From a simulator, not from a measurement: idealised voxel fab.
Proc. module: voxel transistor to metal
Cross-section cut spans 295 nm and uses square cells 5 nm in size.
When this document writes out a cross-section, it uses a grid of square cells and lists it as bands, beginning at the top and moving down, with a band standing for one or more rows of cells.
The entry gives the band's vertical extent as a top height and a bottom height in nm, then its horizontal make-up as materials from left to right, each with a width in nm. "blank" stands for empty space; a single material marked "throughout" fills the band edge to edge.
It should be noted that heights are counted from 0, beneath which the wafer as supplied is of one material throughout, and that the lowest band possesses no lower boundary but continues downward, as written in "0 nm and below".
Graded width ("30 to 40"): value in top row of band = first number; value in bottom row = second number; row-to-row change constant.
"no alterations made", as given for a step, is the statement that not any cell of the cross-section underwent a change during that step.
For the entry "Closed void listing", the listed items are empty spaces with no open way to the top whose size is 8 cells or more; each item follows the pattern width x height at distance, where distance is from the left edge and all three are in nm.
The remark found on a step's line after its settings is issued by the simulator itself and pertains to that step.
The optional step-line setting "overlay nm" applies to steps with a mask and quantifies how far to the right of its planned location the mask lay, a negative value indicating leftward placement.
Pairs, read this way: before one process step on the one hand, after it on the other, the after cross-section ending at the lowest band that changed; the step between, settings included, beneath. Same starting wafer throughout, but possibly different runs of this module, so no pair continues from the pair above unless its entry headed "Geometry before processing" says so.
Geometry before processing:
    35 nm to 30 nm  blank 55 nm | SiN 5 nm | blank 5 nm | SiCN 20 nm | blank 5 nm | SiN 5 nm | blank 100 nm | SiN 5 nm | blank 5 nm | SiCN 20 nm | blank 5 nm | SiN 5 nm | blank 60 nm
    30 nm to 25 nm  blank 55 nm | SiN 5 nm | SiO2 5 nm | SiCN 20 nm | SiO2 5 nm | SiN 5 nm | blank 100 nm | SiN 5 nm | SiO2 5 nm | SiCN 20 nm | SiO2 5 nm | SiN 5 nm | blank 60 nm
    25 nm to 0 nm  blank 55 nm | SiN 5 nm | SiO2 5 nm | polySi 20 nm | SiO2 5 nm | SiN 5 nm | blank 100 nm | SiN 5 nm | SiO2 5 nm | polySi 20 nm | SiO2 5 nm | SiN 5 nm | blank 60 nm
    0 nm to -5 nm  blank 20 nm | SiN 5 nm | blank 30 nm | SiN 5 nm | SiO2 5 nm | polySi 20 nm | SiO2 5 nm | SiN 5 nm | blank 30 nm | SiN 5 nm | blank 30 nm | SiN 5 nm | blank 30 nm | SiN 5 nm | SiO2 5 nm | polySi 20 nm | SiO2 5 nm | SiN 5 nm | blank 30 nm | SiN 5 nm | blank 25 nm
    -5 nm to -10 nm  SiO2 25 nm | blank 30 nm | SiO2 40 nm | blank 30 nm | SiO2 40 nm | blank 30 nm | SiO2 40 nm | blank 30 nm | SiO2 30 nm
    -10 nm to -20 nm  SiO2 20 nm | Si 5 nm | blank 30 nm | Si 40 nm | blank 30 nm | Si 5 nm | SiO2 30 nm | Si 5 nm | blank 30 nm | Si 40 nm | blank 30 nm | Si 5 nm | SiO2 25 nm
    -20 nm to -65 nm  SiO2 20 nm | Si 110 nm | SiO2 30 nm | Si 110 nm | SiO2 25 nm
    -65 nm and below  Si throughout
    Closed void listing: none
Resulting Cross-Section:
    35 nm to 30 nm  blank 55 nm | SiN 5 nm | blank 5 nm | SiCN 20 nm | blank 5 nm | SiN 5 nm | blank 100 nm | SiN 5 nm | blank 5 nm | SiCN 20 nm | blank 5 nm | SiN 5 nm | blank 60 nm
    30 nm to 25 nm  blank 55 nm | SiN 5 nm | SiO2 5 nm | SiCN 20 nm | SiO2 5 nm | SiN 5 nm | blank 100 nm | SiN 5 nm | SiO2 5 nm | SiCN 20 nm | SiO2 5 nm | SiN 5 nm | blank 60 nm
    25 nm to 5 nm  blank 55 nm | SiN 5 nm | SiO2 5 nm | polySi 20 nm | SiO2 5 nm | SiN 5 nm | blank 100 nm | SiN 5 nm | SiO2 5 nm | polySi 20 nm | SiO2 5 nm | SiN 5 nm | blank 60 nm
    5 nm to 0 nm  blank 20 nm | SiGe 35 nm | SiN 5 nm | SiO2 5 nm | polySi 20 nm | SiO2 5 nm | SiN 5 nm | SiGe 35 nm | blank 30 nm | SiGe 35 nm | SiN 5 nm | SiO2 5 nm | polySi 20 nm | SiO2 5 nm | SiN 5 nm | SiGe 35 nm | blank 25 nm
    0 nm to -5 nm  blank 20 nm | SiN 5 nm | SiGe 30 nm | SiN 5 nm | SiO2 5 nm | polySi 20 nm | SiO2 5 nm | SiN 5 nm | SiGe 30 nm | SiN 5 nm | blank 30 nm | SiN 5 nm | SiGe 30 nm | SiN 5 nm | SiO2 5 nm | polySi 20 nm | SiO2 5 nm | SiN 5 nm | SiGe 30 nm | SiN 5 nm | blank 25 nm
    -5 nm to -10 nm  SiO2 25 nm | SiGe 30 nm | SiO2 40 nm | SiGe 30 nm | SiO2 40 nm | SiGe 30 nm | SiO2 40 nm | SiGe 30 nm | SiO2 30 nm
    -10 nm to -20 nm  SiO2 20 nm | Si 5 nm | SiGe 30 nm | Si 40 nm | SiGe 30 nm | Si 5 nm | SiO2 30 nm | Si 5 nm | SiGe 30 nm | Si 40 nm | SiGe 30 nm | Si 5 nm | SiO2 25 nm
    Everything under -20 stays put, no change at all.
    Closed void listing: none
So what happens between those two cross-sections up there? EPI | material SiGe | thk nm 15
Geometry before processing: no separate figure, the pair right above already shows it after its step.
Resulting Cross-Section:
    40 nm to 35 nm  SiO2 throughout
    35 nm to 25 nm  SiO2 55 nm | SiN 5 nm | SiO2 5 nm | SiCN 20 nm | SiO2 5 nm | SiN 5 nm | SiO2 100 nm | SiN 5 nm | SiO2 5 nm | SiCN 20 nm | SiO2 5 nm | SiN 5 nm | SiO2 60 nm
    25 nm to 5 nm  SiO2 55 nm | SiN 5 nm | SiO2 5 nm | polySi 20 nm | SiO2 5 nm | SiN 5 nm | SiO2 100 nm | SiN 5 nm | SiO2 5 nm | polySi 20 nm | SiO2 5 nm | SiN 5 nm | SiO2 60 nm
    5 nm to 0 nm  SiO2 20 nm | SiGe 35 nm | SiN 5 nm | SiO2 5 nm | polySi 20 nm | SiO2 5 nm | SiN 5 nm | SiGe 35 nm | SiO2 30 nm | SiGe 35 nm | SiN 5 nm | SiO2 5 nm | polySi 20 nm | SiO2 5 nm | SiN 5 nm | SiGe 35 nm | SiO2 25 nm
    0 nm to -5 nm  SiO2 20 nm | SiN 5 nm | SiGe 30 nm | SiN 5 nm | SiO2 5 nm | polySi 20 nm | SiO2 5 nm | SiN 5 nm | SiGe 30 nm | SiN 5 nm | SiO2 30 nm | SiN 5 nm | SiGe 30 nm | SiN 5 nm | SiO2 5 nm | polySi 20 nm | SiO2 5 nm | SiN 5 nm | SiGe 30 nm | SiN 5 nm | SiO2 25 nm
    Everything under -5 stays put, no change at all.
    Closed void listing: none
So what happens between those two cross-sections up there? FILL_DEP | material SiO2 | thk nm 5
Geometry before processing: no separate figure, the pair right above already shows it after its step.
Resulting Cross-Section:
    35 nm to 25 nm  SiO2 55 nm | SiN 5 nm | SiO2 5 nm | SiCN 20 nm | SiO2 5 nm | SiN 5 nm | SiO2 100 nm | SiN 5 nm | SiO2 5 nm | SiCN 20 nm | SiO2 5 nm | SiN 5 nm | SiO2 60 nm
    Everything under 25 stays put, no change at all.
    Closed void listing: none
So what happens between those two cross-sections up there? CMP | height nm 35
Geometry before processing: no separate figure, the pair right above already shows it after its step.
Resulting Cross-Section:
    45 nm to 35 nm  SiO2 throughout
    Everything under 35 stays put, no change at all.
    Closed void listing: none
So what happens between those two cross-sections up there? DIRECTIONAL_DEP | material SiO2 | thk nm 10
Geometry before processing: no separate figure, the pair right above already shows it after its step.
Resulting Cross-Section:
    60 nm to 45 nm  resist 25 nm | blank 35 nm | resist 30 nm | blank 35 nm | resist 40 nm | blank 35 nm | resist 30 nm | blank 35 nm | resist 30 nm
    Everything under 45 stays put, no change at all.
    Closed void listing: none
So what happens between those two cross-sections up there? PATTERN | tone open | mask id CONTACT | material resist | width nm 35 | thk nm 15 | overlay nm 0
Geometry before processing: no separate figure, the pair right above already shows it after its step.
Resulting Cross-Section:
    60 nm to 45 nm  resist 25 nm | blank 35 nm | resist 30 nm | blank 35 nm | resist 40 nm | blank 35 nm | resist 30 nm | blank 35 nm | resist 30 nm
    45 nm to 35 nm  SiO2 25 nm | blank 35 nm | SiO2 30 nm | blank 35 nm | SiO2 40 nm | blank 35 nm | SiO2 30 nm | blank 35 nm | SiO2 30 nm
    35 nm to 25 nm  SiO2 25 nm | blank 30 nm | SiN 5 nm | SiO2 5 nm | SiCN 20 nm | SiO2 5 nm | SiN 5 nm | blank 30 nm | SiO2 40 nm | blank 30 nm | SiN 5 nm | SiO2 5 nm | SiCN 20 nm | SiO2 5 nm | SiN 5 nm | blank 30 nm | SiO2 30 nm
    25 nm to 5 nm  SiO2 25 nm | blank 30 nm | SiN 5 nm | SiO2 5 nm | polySi 20 nm | SiO2 5 nm | SiN 5 nm | blank 30 nm | SiO2 40 nm | blank 30 nm | SiN 5 nm | SiO2 5 nm | polySi 20 nm | SiO2 5 nm | SiN 5 nm | blank 30 nm | SiO2 30 nm
    Everything under 5 stays put, no change at all.
    Closed void listing: none
So what happens between those two cross-sections up there? DIRECTIONAL_ETCH | etch materials SiO2 | depth nm 40
Geometry before processing: no separate figure, the pair right above already shows it after its step.
Resulting Cross-Section:
    45 nm to 35 nm  SiO2 25 nm | blank 35 nm | SiO2 30 nm | blank 35 nm | SiO2 40 nm | blank 35 nm | SiO2 30 nm | blank 35 nm | SiO2 30 nm
    Everything under 35 stays put, no change at all.
    Closed void listing: none
So what happens between those two cross-sections up there? STRIP | etch materials resist
Geometry before processing: no separate figure, the pair right above already shows it after its step.
Resulting Cross-Section:
    50 nm to 45 nm  TiN 30 nm | blank 25 nm | TiN 40 nm | blank 25 nm | TiN 50 nm | blank 25 nm | TiN 40 nm | blank 25 nm | TiN 35 nm
    45 nm to 35 nm  SiO2 25 nm | TiN 5 nm | blank 25 to 20 nm | TiN 5 to 10 nm | SiO2 30 nm | TiN 5 to 10 nm | blank 25 to 20 nm | TiN 5 nm | SiO2 40 nm | TiN 5 nm | blank 25 to 20 nm | TiN 5 to 10 nm | SiO2 30 nm | TiN 5 to 10 nm | blank 25 to 20 nm | TiN 5 nm | SiO2 30 nm
    35 nm to 25 nm  SiO2 25 nm | TiN 5 nm | blank 20 nm | TiN 5 nm | SiN 5 nm | SiO2 5 nm | SiCN 20 nm | SiO2 5 nm | SiN 5 nm | TiN 5 nm | blank 20 nm | TiN 5 nm | SiO2 40 nm | TiN 5 nm | blank 20 nm | TiN 5 nm | SiN 5 nm | SiO2 5 nm | SiCN 20 nm | SiO2 5 nm | SiN 5 nm | TiN 5 nm | blank 20 nm | TiN 5 nm | SiO2 30 nm
    25 nm to 10 nm  SiO2 25 nm | TiN 5 nm | blank 20 nm | TiN 5 nm | SiN 5 nm | SiO2 5 nm | polySi 20 nm | SiO2 5 nm | SiN 5 nm | TiN 5 nm | blank 20 nm | TiN 5 nm | SiO2 40 nm | TiN 5 nm | blank 20 nm | TiN 5 nm | SiN 5 nm | SiO2 5 nm | polySi 20 nm | SiO2 5 nm | SiN 5 nm | TiN 5 nm | blank 20 nm | TiN 5 nm | SiO2 30 nm
    10 nm to 5 nm  SiO2 25 nm | TiN 30 nm | SiN 5 nm | SiO2 5 nm | polySi 20 nm | SiO2 5 nm | SiN 5 nm | TiN 30 nm | SiO2 40 nm | TiN 30 nm | SiN 5 nm | SiO2 5 nm | polySi 20 nm | SiO2 5 nm | SiN 5 nm | TiN 30 nm | SiO2 30 nm
    Everything under 5 stays put, no change at all.
    Closed void listing: none
So what happens between those two cross-sections up there? CONFORMAL_DEP | material TiN | thk nm 5
Geometry before processing: no separate figure, the pair right above already shows it after its step.
Resulting Cross-Section:
    55 nm to 50 nm  Ru throughout
    50 nm to 45 nm  TiN 30 nm | Ru 25 nm | TiN 40 nm | Ru 25 nm | TiN 50 nm | Ru 25 nm | TiN 40 nm | Ru 25 nm | TiN 35 nm
    45 nm to 35 nm  SiO2 25 nm | TiN 5 nm | Ru 25 to 20 nm | TiN 5 to 10 nm | SiO2 30 nm | TiN 5 to 10 nm | Ru 25 to 20 nm | TiN 5 nm | SiO2 40 nm | TiN 5 nm | Ru 25 to 20 nm | TiN 5 to 10 nm | SiO2 30 nm | TiN 5 to 10 nm | Ru 25 to 20 nm | TiN 5 nm | SiO2 30 nm
    35 nm to 25 nm  SiO2 25 nm | TiN 5 nm | Ru 20 nm | TiN 5 nm | SiN 5 nm | SiO2 5 nm | SiCN 20 nm | SiO2 5 nm | SiN 5 nm | TiN 5 nm | Ru 20 nm | TiN 5 nm | SiO2 40 nm | TiN 5 nm | Ru 20 nm | TiN 5 nm | SiN 5 nm | SiO2 5 nm | SiCN 20 nm | SiO2 5 nm | SiN 5 nm | TiN 5 nm | Ru 20 nm | TiN 5 nm | SiO2 30 nm
    25 nm to 10 nm  SiO2 25 nm | TiN 5 nm | Ru 20 nm | TiN 5 nm | SiN 5 nm | SiO2 5 nm | polySi 20 nm | SiO2 5 nm | SiN 5 nm | TiN 5 nm | Ru 20 nm | TiN 5 nm | SiO2 40 nm | TiN 5 nm | Ru 20 nm | TiN 5 nm | SiN 5 nm | SiO2 5 nm | polySi 20 nm | SiO2 5 nm | SiN 5 nm | TiN 5 nm | Ru 20 nm | TiN 5 nm | SiO2 30 nm
    Everything under 10 stays put, no change at all.
    Closed void listing: none
So what happens between those two cross-sections up there? FILL_DEP | material Ru | thk nm 5
Geometry before processing: no separate figure, the pair right above already shows it after its step.
Resulting Cross-Section:
    45 nm to 35 nm  SiO2 25 nm | TiN 5 nm | Ru 25 to 20 nm | TiN 5 to 10 nm | SiO2 30 nm | TiN 5 to 10 nm | Ru 25 to 20 nm | TiN 5 nm | SiO2 40 nm | TiN 5 nm | Ru 25 to 20 nm | TiN 5 to 10 nm | SiO2 30 nm | TiN 5 to 10 nm | Ru 25 to 20 nm | TiN 5 nm | SiO2 30 nm
    Everything under 35 stays put, no change at all.
    Closed void listing: none
So what happens between those two cross-sections up there? CMP | height nm 45
Geometry before processing: no separate figure, the pair right above already shows it after its step.
Resulting Cross-Section:
    50 nm to 45 nm  TiN throughout
    Everything under 45 stays put, no change at all.
    Closed void listing: none
So what happens between those two cross-sections up there? DIRECTIONAL_DEP | material TiN | thk nm 5
Geometry before processing: no separate figure, the pair right above already shows it after its step.
Resulting Cross-Section:
    70 nm to 50 nm  W throughout
    Everything under 50 stays put, no change at all.
    Closed void listing: none
So what happens between those two cross-sections up there? DIRECTIONAL_DEP | material W | thk nm 20
Geometry before processing: no separate figure, the pair right above already shows it after its step.
Resulting Cross-Section:
    80 nm to 70 nm  aC throughout
    Everything under 70 stays put, no change at all.
    Closed void listing: none
So what happens between those two cross-sections up there? DIRECTIONAL_DEP | material aC | thk nm 10
Geometry before processing: no separate figure, the pair right above already shows it after its step.
Resulting Cross-Section:
    105 nm to 80 nm  blank 25 nm | resist 20 nm | blank 60 nm | resist 20 nm | blank 40 nm | resist 20 nm | blank 60 nm | resist 20 nm | blank 30 nm
    Everything under 80 stays put, no change at all.
    Closed void listing: none
So what happens between those two cross-sections up there? PATTERN | tone cover | mask id METAL_1 | material resist | width nm 20 | thk nm 25 | overlay nm 0
Geometry before processing: no separate figure, the pair right above already shows it after its step.
Resulting Cross-Section:
    95 nm to 80 nm  blank 25 nm | resist 20 nm | blank 60 nm | resist 20 nm | blank 40 nm | resist 20 nm | blank 60 nm | resist 20 nm | blank 30 nm
    80 nm to 70 nm  blank 25 nm | aC 20 nm | blank 60 nm | aC 20 nm | blank 40 nm | aC 20 nm | blank 60 nm | aC 20 nm | blank 30 nm
    Everything under 70 stays put, no change at all.
    Closed void listing: none
So what happens between those two cross-sections up there? DIRECTIONAL_ETCH | etch materials aC | depth nm 10
Geometry before processing: no separate figure, the pair right above already shows it after its step.
Resulting Cross-Section:
    80 nm to 70 nm  blank 25 nm | aC 20 nm | blank 60 nm | aC 20 nm | blank 40 nm | aC 20 nm | blank 60 nm | aC 20 nm | blank 30 nm
    Everything under 70 stays put, no change at all.
    Closed void listing: none
So what happens between those two cross-sections up there? STRIP | etch materials resist
Geometry before processing: no separate figure, the pair right above already shows it after its step.
Resulting Cross-Section:
    80 nm to 70 nm  blank 25 nm | aC 20 nm | blank 60 nm | aC 20 nm | blank 40 nm | aC 20 nm | blank 60 nm | aC 20 nm | blank 30 nm
    70 nm to 50 nm  blank 25 nm | W 20 nm | blank 60 nm | W 20 nm | blank 40 nm | W 20 nm | blank 60 nm | W 20 nm | blank 30 nm
    Everything under 50 stays put, no change at all.
    Closed void listing: none
So what happens between those two cross-sections up there? DIRECTIONAL_ETCH | etch materials W | depth nm 20
Geometry before processing: no separate figure, the pair right above already shows it after its step.
Resulting Cross-Section:
    80 nm to 70 nm  blank 25 nm | aC 20 nm | blank 60 nm | aC 20 nm | blank 40 nm | aC 20 nm | blank 60 nm | aC 20 nm | blank 30 nm
    70 nm to 50 nm  blank 25 nm | W 20 nm | blank 60 nm | W 20 nm | blank 40 nm | W 20 nm | blank 60 nm | W 20 nm | blank 30 nm
    50 nm to 45 nm  blank 25 nm | TiN 20 nm | blank 60 nm | TiN 20 nm | blank 40 nm | TiN 20 nm | blank 60 nm | TiN 20 nm | blank 30 nm
    Everything under 45 stays put, no change at all.
    Closed void listing: none
So what happens between those two cross-sections up there? DIRECTIONAL_ETCH | etch materials TiN | depth nm 5
Geometry before processing: no separate figure, the pair right above already shows it after its step.
Resulting Cross-Section:
    70 nm to 50 nm  blank 25 nm | W 20 nm | blank 60 nm | W 20 nm | blank 40 nm | W 20 nm | blank 60 nm | W 20 nm | blank 30 nm
    Everything under 50 stays put, no change at all.
    Closed void listing: none
So what happens between those two cross-sections up there? STRIP | etch materials aC
Geometry before processing: no separate figure, the pair right above already shows it after its step.
Resulting Cross-Section:
    75 nm to 70 nm  blank 20 nm | SiN 30 nm | blank 50 nm | SiN 30 nm | blank 30 nm | SiN 30 nm | blank 50 nm | SiN 30 nm | blank 25 nm
    70 nm to 50 nm  blank 20 nm | SiN 5 nm | W 20 nm | SiN 5 nm | blank 50 nm | SiN 5 nm | W 20 nm | SiN 5 nm | blank 30 nm | SiN 5 nm | W 20 nm | SiN 5 nm | blank 50 nm | SiN 5 nm | W 20 nm | SiN 5 nm | blank 25 nm
    50 nm to 45 nm  SiN 25 nm | TiN 20 nm | SiN 60 nm | TiN 20 nm | SiN 40 nm | TiN 20 nm | SiN 60 nm | TiN 20 nm | SiN 30 nm
    Everything under 45 stays put, no change at all.
    Closed void listing: none
So what happens between those two cross-sections up there? CONFORMAL_DEP | material SiN | thk nm 5
Geometry before processing: no separate figure, the pair right above already shows it after its step.
Resulting Cross-Section:
    85 nm to 75 nm  SiO2 throughout
    75 nm to 70 nm  SiO2 20 nm | SiN 30 nm | SiO2 50 nm | SiN 30 nm | SiO2 30 nm | SiN 30 nm | SiO2 50 nm | SiN 30 nm | SiO2 25 nm
    70 nm to 50 nm  SiO2 20 nm | SiN 5 nm | W 20 nm | SiN 5 nm | SiO2 50 nm | SiN 5 nm | W 20 nm | SiN 5 nm | SiO2 30 nm | SiN 5 nm | W 20 nm | SiN 5 nm | SiO2 50 nm | SiN 5 nm | W 20 nm | SiN 5 nm | SiO2 25 nm
    Everything under 50 stays put, no change at all.
    Closed void listing: none
So what happens between those two cross-sections up there? FILL_DEP | material SiO2 | thk nm 10
Geometry before processing: no separate figure, the pair right above already shows it after its step.
Resulting Cross-Section:
    70 nm to 50 nm  SiO2 20 nm | SiN 5 nm | W 20 nm | SiN 5 nm | SiO2 50 nm | SiN 5 nm | W 20 nm | SiN 5 nm | SiO2 30 nm | SiN 5 nm | W 20 nm | SiN 5 nm | SiO2 50 nm | SiN 5 nm | W 20 nm | SiN 5 nm | SiO2 25 nm
    Everything under 50 stays put, no change at all.
    Closed void listing: none
So what happens between those two cross-sections up there? CMP | height nm 70
Geometry before processing: no separate figure, the pair right above already shows it after its step.
Resulting Cross-Section:
    75 nm to 70 nm  SiCN throughout
    Everything under 70 stays put, no change at all.
    Closed void listing: none
So what happens between those two cross-sections up there? CONFORMAL_DEP | material SiCN | thk nm 5
Geometry before processing:
    10 nm to 5 nm  blank 20 nm | SiN 110 nm | blank 30 nm | SiN 110 nm | blank 25 nm
    5 nm to 0 nm  SiO2 20 nm | SiN 110 nm | SiO2 30 nm | SiN 110 nm | SiO2 25 nm
    0 nm to -5 nm  SiO2 throughout
    -5 nm to -35 nm  SiO2 20 nm | Si 110 nm | SiO2 30 nm | Si 110 nm | SiO2 25 nm
    -35 nm and below  Si throughout
    Closed void listing: none
Resulting Cross-Section:
    10 nm to 0 nm  blank 20 nm | SiN 110 nm | blank 30 nm | SiN 110 nm | blank 25 nm
    Everything under 0 stays put, no change at all.
    Closed void listing: none
So what happens between those two cross-sections up there? SELECTIVE_ETCH | etch materials SiO2 | depth nm 5
Geometry before processing: no separate figure, the pair right above already shows it after its step.
Resulting Cross-Section:
    0 nm to -5 nm  SiO2 throughout
    Everything under -5 stays put, no change at all.
    Closed void listing: none
So what happens between those two cross-sections up there? STRIP | etch materials SiN
Geometry before processing: no separate figure, the pair right above already shows it after its step.
Resulting Cross-Section:
    30 nm to 0 nm  polySi throughout
    Everything under 0 stays put, no change at all.
    Closed void listing: none
So what happens between those two cross-sections up there? DIRECTIONAL_DEP | material polySi | thk nm 30
Geometry before processing: no separate figure, the pair right above already shows it after its step.
Resulting Cross-Section:
    40 nm to 30 nm  SiCN throughout
    Everything under 30 stays put, no change at all.
    Closed void listing: none
So what happens between those two cross-sections up there? DIRECTIONAL_DEP | material SiCN | thk nm 10
Geometry before processing: no separate figure, the pair right above already shows it after its step.
Resulting Cross-Section:
    60 nm to 40 nm  blank 65 nm | resist 20 nm | blank 120 nm | resist 20 nm | blank 70 nm
    Everything under 40 stays put, no change at all.
    Closed void listing: none
So what happens between those two cross-sections up there? PATTERN | tone cover | mask id GATE | material resist | width nm 20 | pitch nm 140 | thk nm 20 | overlay nm 0
Geometry before processing: no separate figure, the pair right above already shows it after its step.
Resulting Cross-Section:
    60 nm to 40 nm  blank 65 nm | resist 20 nm | blank 120 nm | resist 20 nm | blank 70 nm
    40 nm to 30 nm  blank 65 nm | SiCN 20 nm | blank 120 nm | SiCN 20 nm | blank 70 nm
    Everything under 30 stays put, no change at all.
    Closed void listing: none
So what happens between those two cross-sections up there? DIRECTIONAL_ETCH | etch materials SiCN | depth nm 20
Geometry before processing: no separate figure, the pair right above already shows it after its step.
Resulting Cross-Section:
    60 nm to 40 nm  blank 65 nm | resist 20 nm | blank 120 nm | resist 20 nm | blank 70 nm
    40 nm to 30 nm  blank 65 nm | SiCN 20 nm | blank 120 nm | SiCN 20 nm | blank 70 nm
    30 nm to 0 nm  blank 65 nm | polySi 20 nm | blank 120 nm | polySi 20 nm | blank 70 nm
    Everything under 0 stays put, no change at all.
    Closed void listing: none
So what happens between those two cross-sections up there? DIRECTIONAL_ETCH | etch materials polySi | depth nm 40
Geometry before processing: no separate figure, the pair right above already shows it after its step.
Resulting Cross-Section:
    40 nm to 30 nm  blank 65 nm | SiCN 20 nm | blank 120 nm | SiCN 20 nm | blank 70 nm
    Everything under 30 stays put, no change at all.
    Closed void listing: none
So what happens between those two cross-sections up there? STRIP | etch materials resist
Geometry before processing: no separate figure, the pair right above already shows it after its step.
Resulting Cross-Section:
    45 nm to 40 nm  blank 60 nm | SiO2 30 nm | blank 110 nm | SiO2 30 nm | blank 65 nm
    40 nm to 30 nm  blank 60 nm | SiO2 5 nm | SiCN 20 nm | SiO2 5 nm | blank 110 nm | SiO2 5 nm | SiCN 20 nm | SiO2 5 nm | blank 65 nm
    30 nm to 5 nm  blank 60 nm | SiO2 5 nm | polySi 20 nm | SiO2 5 nm | blank 110 nm | SiO2 5 nm | polySi 20 nm | SiO2 5 nm | blank 65 nm
    5 nm to 0 nm  SiO2 65 nm | polySi 20 nm | SiO2 120 nm | polySi 20 nm | SiO2 70 nm
    Everything under 0 stays put, no change at all.
    Closed void listing: none
So what happens between those two cross-sections up there? CONFORMAL_DEP | material SiO2 | thk nm 5
Geometry before processing: no separate figure, the pair right above already shows it after its step.
Resulting Cross-Section:
    40 nm to 30 nm  blank 60 nm | SiO2 5 nm | SiCN 20 nm | SiO2 5 nm | blank 110 nm | SiO2 5 nm | SiCN 20 nm | SiO2 5 nm | blank 65 nm
    30 nm to 0 nm  blank 60 nm | SiO2 5 nm | polySi 20 nm | SiO2 5 nm | blank 110 nm | SiO2 5 nm | polySi 20 nm | SiO2 5 nm | blank 65 nm
    Everything under 0 stays put, no change at all.
    Closed void listing: none
So what happens between those two cross-sections up there? DIRECTIONAL_ETCH | etch materials SiO2 | depth nm 5
Geometry before processing: no separate figure, the pair right above already shows it after its step.
Resulting Cross-Section:
    45 nm to 40 nm  blank 55 nm | SiN 40 nm | blank 100 nm | SiN 40 nm | blank 60 nm
    40 nm to 30 nm  blank 55 nm | SiN 5 nm | SiO2 5 nm | SiCN 20 nm | SiO2 5 nm | SiN 5 nm | blank 100 nm | SiN 5 nm | SiO2 5 nm | SiCN 20 nm | SiO2 5 nm | SiN 5 nm | blank 60 nm
    30 nm to 5 nm  blank 55 nm | SiN 5 nm | SiO2 5 nm | polySi 20 nm | SiO2 5 nm | SiN 5 nm | blank 100 nm | SiN 5 nm | SiO2 5 nm | polySi 20 nm | SiO2 5 nm | SiN 5 nm | blank 60 nm
    5 nm to 0 nm  SiN 60 nm | SiO2 5 nm | polySi 20 nm | SiO2 5 nm | SiN 110 nm | SiO2 5 nm | polySi 20 nm | SiO2 5 nm | SiN 65 nm
    Everything under 0 stays put, no change at all.
    Closed void listing: none
So what happens between those two cross-sections up there? CONFORMAL_DEP | material SiN | thk nm 5
Geometry before processing: no separate figure, the pair right above already shows it after its step.
Resulting Cross-Section:
    40 nm to 30 nm  blank 55 nm | SiN 5 nm | SiO2 5 nm | SiCN 20 nm | SiO2 5 nm | SiN 5 nm | blank 100 nm | SiN 5 nm | SiO2 5 nm | SiCN 20 nm | SiO2 5 nm | SiN 5 nm | blank 60 nm
    30 nm to 0 nm  blank 55 nm | SiN 5 nm | SiO2 5 nm | polySi 20 nm | SiO2 5 nm | SiN 5 nm | blank 100 nm | SiN 5 nm | SiO2 5 nm | polySi 20 nm | SiO2 5 nm | SiN 5 nm | blank 60 nm
    Everything under 0 stays put, no change at all.
    Closed void listing: none
So what happens between those two cross-sections up there? DIRECTIONAL_ETCH | etch materials SiN | depth nm 5
Geometry before processing: no separate figure, the pair right above already shows it after its step.
Resulting Cross-Section:
    40 nm to 35 nm  blank 55 nm | SiN 5 nm | blank 5 nm | SiCN 20 nm | blank 5 nm | SiN 5 nm | blank 100 nm | SiN 5 nm | blank 5 nm | SiCN 20 nm | blank 5 nm | SiN 5 nm | blank 60 nm
    35 nm to 30 nm  blank 55 nm | SiN 5 nm | SiO2 5 nm | SiCN 20 nm | SiO2 5 nm | SiN 5 nm | blank 100 nm | SiN 5 nm | SiO2 5 nm | SiCN 20 nm | SiO2 5 nm | SiN 5 nm | blank 60 nm
    30 nm to 0 nm  blank 55 nm | SiN 5 nm | SiO2 5 nm | polySi 20 nm | SiO2 5 nm | SiN 5 nm | blank 100 nm | SiN 5 nm | SiO2 5 nm | polySi 20 nm | SiO2 5 nm | SiN 5 nm | blank 60 nm
    0 nm to -5 nm  blank 55 nm | SiO2 40 nm | blank 100 nm | SiO2 40 nm | blank 60 nm
    Everything under -5 stays put, no change at all.
    Closed void listing: none
So what happens between those two cross-sections up there? DIRECTIONAL_ETCH | etch materials SiO2 | depth nm 5
Geometry before processing: no separate figure, the pair right above already shows it after its step.
Resulting Cross-Section:
    40 nm to 35 nm  blank 55 nm | SiN 5 nm | blank 5 nm | SiCN 20 nm | blank 5 nm | SiN 5 nm | blank 100 nm | SiN 5 nm | blank 5 nm | SiCN 20 nm | blank 5 nm | SiN 5 nm | blank 60 nm
    35 nm to 30 nm  blank 55 nm | SiN 5 nm | SiO2 5 nm | SiCN 20 nm | SiO2 5 nm | SiN 5 nm | blank 100 nm | SiN 5 nm | SiO2 5 nm | SiCN 20 nm | SiO2 5 nm | SiN 5 nm | blank 60 nm
    30 nm to 0 nm  blank 55 nm | SiN 5 nm | SiO2 5 nm | polySi 20 nm | SiO2 5 nm | SiN 5 nm | blank 100 nm | SiN 5 nm | SiO2 5 nm | polySi 20 nm | SiO2 5 nm | SiN 5 nm | blank 60 nm
    0 nm to -5 nm  blank 55 nm | SiO2 40 nm | blank 100 nm | SiO2 40 nm | blank 60 nm
    -5 nm to -15 nm  SiO2 20 nm | blank 35 nm | Si 40 nm | blank 35 nm | SiO2 30 nm | blank 35 nm | Si 40 nm | blank 35 nm | SiO2 25 nm
    Everything under -15 stays put, no change at all.
    Closed void listing: none
So what happens between those two cross-sections up there? DIRECTIONAL_ETCH | etch materials Si | depth nm 10
